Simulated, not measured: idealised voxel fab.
The name of this process module is voxel gate over fins.
The width of the displayed cross-section, cut, is 195 nm; its cells are square, with a size of 5 nm.
Cross-sections here: square-cell grids, written as top-down lists of bands, a band being one or more rows of cells. A band entry consists of two parts. The first gives the height of the band's top and the height of its bottom, in nm. The rest lists the band's materials from left to right, each with its width in nm. A single material labelled with the word "edge to edge" fills the band from edge to edge, and the word "air" marks empty space. Counting heights begins at 0, where everything beneath is, in the wafer as received, one material. The lowest band has no bottom; it goes on downwards, as "0 -> down" shows. Graded width ("30->40"): value in top row of band = first number; value in bottom row = second number; row-to-row change constant. "remains unaltered" means the step left every cell of the cross-section as it was. Look at "Internal closed voids" for the closed voids: empty spaces with no open path to the top, sized 8 cells or up. Each is width x height at distance, distance from the left edge, all nm. It should be noted that, on the line of a given step, the content following the step's settings is a remark produced by the simulator itself with respect to that step. If you see "overlay nm" on a step's line and that step has a mask, it's telling you how far right of where it was planned the mask ended up; a negative number means it went left instead.

## Process steps foreseen in the plan
step 1: RECEIVE: material Si
step 2: CONFORMAL_DEP: material SiN, thk nm 5
step 3: PATTERN: tone cover, mask id FINS, material resist, width nm 15, pitch nm 40, thk nm 20, overlay nm 0
step 4: DIRECTIONAL_ETCH: etch materials SiN, depth nm 5
step 5: DIRECTIONAL_ETCH: etch materials Si, depth nm 35
step 6: STRIP: etch materials resist
step 7: OXIDIZE: depth nm 5
step 8: FILL_DEP: material SiO2, thk nm 15
step 9: CMP: height nm 5
step 10: SELECTIVE_ETCH: etch materials SiO2, depth nm 20
step 11: STRIP: etch materials SiN
step 12: CONFORMAL_DEP: material HfO2, thk nm 5
step 13: CONFORMAL_DEP: material TiN, thk nm 5
step 14: FILL_DEP: material W, thk nm 15
step 15: CMP: height nm 20
step 16: CONFORMAL_DEP: material SiCN, thk nm 10

## Wafer, first of two, run as planned

## Cross-sectional view of the wafer in its as-received condition, corresponding to the state after step 1
* 0 -> down | Si edge to edge
* Internal closed voids: none

## The wafer in cross-section once step 2 is complete
* 5 -> 0 | SiN edge to edge
* Under 0: no change, same as before.

## The wafer in cross-section once step 3 is complete
* 25 -> 5 | air: 70  resist: 15  air: 25  resist: 15  air: 70
* Under 5: no change, same as before.

## The wafer in cross-section once step 4 is complete
* 25 -> 5 | air: 70  resist: 15  air: 25  resist: 15  air: 70
* 5 -> 0 | air: 70  SiN: 15  air: 25  SiN: 15  air: 70
* Under 0: no change, same as before.

## The wafer in cross-section once step 5 is complete
* 25 -> 5 | air: 70  resist: 15  air: 25  resist: 15  air: 70
* 5 -> 0 | air: 70  SiN: 15  air: 25  SiN: 15  air: 70
* 0 -> -35 | air: 70  Si: 15  air: 25  Si: 15  air: 70
* Under -35: no change, same as before.

## The wafer in cross-section once step 6 is complete
* 5 -> 0 | air: 70  SiN: 15  air: 25  SiN: 15  air: 70
* Under 0: no change, same as before.

## The wafer in cross-section once step 7 is complete
* 5 -> 0 | air: 70  SiN: 15  air: 25  SiN: 15  air: 70
* 0 -> -35 | air: 70  SiO2: 5  Si: 5  SiO2: 5  air: 25  SiO2: 5  Si: 5  SiO2: 5  air: 70
* -35 -> -40 | SiO2: 75  Si: 5  SiO2: 35  Si: 5  SiO2: 75
* Under -40: no change, same as before.

## The wafer in cross-section once step 8 is complete
* 20 -> 5 | SiO2 edge to edge
* 5 -> 0 | SiO2: 70  SiN: 15  SiO2: 25  SiN: 15  SiO2: 70
* 0 -> -40 | SiO2: 75  Si: 5  SiO2: 35  Si: 5  SiO2: 75
* Under -40: no change, same as before.

## The wafer in cross-section once step 9 is complete
* 5 -> 0 | SiO2: 70  SiN: 15  SiO2: 25  SiN: 15  SiO2: 70
* Under 0: no change, same as before.

## The wafer in cross-section once step 10 is complete
* 5 -> 0 | air: 70  SiN: 15  air: 25  SiN: 15  air: 70
* 0 -> -15 | air: 75  Si: 5  air: 35  Si: 5  air: 75
* Under -15: no change, same as before.

## The wafer in cross-section once step 11 is complete
* 0 -> -15 | air: 75  Si: 5  air: 35  Si: 5  air: 75
* Under -15: no change, same as before.

## The wafer in cross-section once step 12 is complete
* 5 -> 0 | air: 70  HfO2: 15  air: 25  HfO2: 15  air: 70
* 0 -> -10 | air: 70  HfO2: 5  Si: 5  HfO2: 5  air: 25  HfO2: 5  Si: 5  HfO2: 5  air: 70
* -10 -> -15 | HfO2: 75  Si: 5  HfO2: 35  Si: 5  HfO2: 75
* Under -15: no change, same as before.

## The wafer in cross-section once step 13 is complete
* 10 -> 5 | air: 65  TiN: 25  air: 15  TiN: 25  air: 65
* 5 -> 0 | air: 65  TiN: 5  HfO2: 15  TiN: 5  air: 15  TiN: 5  HfO2: 15  TiN: 5  air: 65
* 0 -> -5 | air: 65  TiN: 5  HfO2: 5  Si: 5  HfO2: 5  TiN: 5  air: 15  TiN: 5  HfO2: 5  Si: 5  HfO2: 5  TiN: 5  air: 65
* -5 -> -10 | TiN: 70  HfO2: 5  Si: 5  HfO2: 5  TiN: 25  HfO2: 5  Si: 5  HfO2: 5  TiN: 70
* Under -10: no change, same as before.

## The wafer in cross-section once step 14 is complete
* 25 -> 10 | W edge to edge
* 10 -> 5 | W: 65  TiN: 25  W: 15  TiN: 25  W: 65
* 5 -> 0 | W: 65  TiN: 5  HfO2: 15  TiN: 5  W: 15  TiN: 5  HfO2: 15  TiN: 5  W: 65
* 0 -> -5 | W: 65  TiN: 5  HfO2: 5  Si: 5  HfO2: 5  TiN: 5  W: 15  TiN: 5  HfO2: 5  Si: 5  HfO2: 5  TiN: 5  W: 65
* Under -5: no change, same as before.

## The wafer in cross-section once step 15 is complete
* 20 -> 10 | W edge to edge
* Under 10: no change, same as before.

## The wafer in cross-section once step 16 is complete
* 30 -> 20 | SiCN edge to edge
* Under 20: no change, same as before.

## The remaining wafer, second of the two, started like the first and was run to the same plan, except that one mistake was made along the way; the two coincide through step 2, inclusive

## Second wafer, sectioned view, at step 3's planned end time
* 25 -> 5 | air: 65  resist: 25  air: 15  resist: 25  air: 65
* Under 5: no change, same as before.

## Second wafer, sectioned view, at step 4's planned end time
* 25 -> 5 | air: 65  resist: 25  air: 15  resist: 25  air: 65
* 5 -> 0 | air: 65  SiN: 25  air: 15  SiN: 25  air: 65
* Under 0: no change, same as before.

## Second wafer, sectioned view, at step 5's planned end time
* 25 -> 5 | air: 65  resist: 25  air: 15  resist: 25  air: 65
* 5 -> 0 | air: 65  SiN: 25  air: 15  SiN: 25  air: 65
* 0 -> -35 | air: 65  Si: 25  air: 15  Si: 25  air: 65
* Under -35: no change, same as before.

## Second wafer, sectioned view, at step 6's planned end time
* 5 -> 0 | air: 65  SiN: 25  air: 15  SiN: 25  air: 65
* Under 0: no change, same as before.

## Second wafer, sectioned view, at step 7's planned end time
* 5 -> 0 | air: 65  SiN: 25  air: 15  SiN: 25  air: 65
* 0 -> -35 | air: 65  SiO2: 5  Si: 15  SiO2: 5  air: 15  SiO2: 5  Si: 15  SiO2: 5  air: 65
* -35 -> -40 | SiO2: 70  Si: 15  SiO2: 25  Si: 15  SiO2: 70
* Under -40: no change, same as before.

## Second wafer, sectioned view, at step 8's planned end time
* 20 -> 5 | SiO2 edge to edge
* 5 -> 0 | SiO2: 65  SiN: 25  SiO2: 15  SiN: 25  SiO2: 65
* 0 -> -40 | SiO2: 70  Si: 15  SiO2: 25  Si: 15  SiO2: 70
* Under -40: no change, same as before.

## Second wafer, sectioned view, at step 9's planned end time
* 5 -> 0 | SiO2: 65  SiN: 25  SiO2: 15  SiN: 25  SiO2: 65
* Under 0: no change, same as before.

## Second wafer, sectioned view, at step 10's planned end time
* 5 -> 0 | air: 65  SiN: 25  air: 15  SiN: 25  air: 65
* 0 -> -15 | air: 70  Si: 15  air: 25  Si: 15  air: 70
* Under -15: no change, same as before.

## Second wafer, sectioned view, at step 11's planned end time
* 0 -> -15 | air: 70  Si: 15  air: 25  Si: 15  air: 70
* Under -15: no change, same as before.

## Second wafer, sectioned view, at step 12's planned end time
* 5 -> 0 | air: 65  HfO2: 25  air: 15  HfO2: 25  air: 65
* 0 -> -10 | air: 65  HfO2: 5  Si: 15  HfO2: 5  air: 15  HfO2: 5  Si: 15  HfO2: 5  air: 65
* -10 -> -15 | HfO2: 70  Si: 15  HfO2: 25  Si: 15  HfO2: 70
* Under -15: no change, same as before.

## Second wafer, sectioned view, at step 13's planned end time
* 10 -> 5 | air: 60  TiN: 35  air: 5  TiN: 35  air: 60
* 5 -> 0 | air: 60  TiN: 5  HfO2: 25  TiN: 5  air: 5  TiN: 5  HfO2: 25  TiN: 5  air: 60
* 0 -> -5 | air: 60  TiN: 5  HfO2: 5  Si: 15  HfO2: 5  TiN: 5  air: 5  TiN: 5  HfO2: 5  Si: 15  HfO2: 5  TiN: 5  air: 60
* -5 -> -10 | TiN: 65  HfO2: 5  Si: 15  HfO2: 5  TiN: 15  HfO2: 5  Si: 15  HfO2: 5  TiN: 65
* Under -10: no change, same as before.

## Second wafer, sectioned view, at step 14's planned end time
* 25 -> 10 | W edge to edge
* 10 -> 5 | W: 60  TiN: 35  W: 5  TiN: 35  W: 60
* 5 -> 0 | W: 60  TiN: 5  HfO2: 25  TiN: 5  W: 5  TiN: 5  HfO2: 25  TiN: 5  W: 60
* 0 -> -5 | W: 60  TiN: 5  HfO2: 5  Si: 15  HfO2: 5  TiN: 5  W: 5  TiN: 5  HfO2: 5  Si: 15  HfO2: 5  TiN: 5  W: 60
* Under -5: no change, same as before.

## Second wafer, sectioned view, at step 15's planned end time
* 20 -> 10 | W edge to edge
* Under 10: no change, same as before.

## Second wafer, sectioned view, at step 16's planned end time
* 30 -> 20 | SiCN edge to edge
* Under 20: no change, same as before.
The mistake made against the process plan was this: it should be noted that step 3 was executed with settings other than those planned, the operation and settings actually applied being PATTERN: tone cover, mask id FINS, material resist, width nm 25, pitch nm 40, thk nm 20, overlay nm 0
End check, counted in cells, second wafer has more or fewer of these materials than the first: +32 Si; -20 SiO2; -12 W
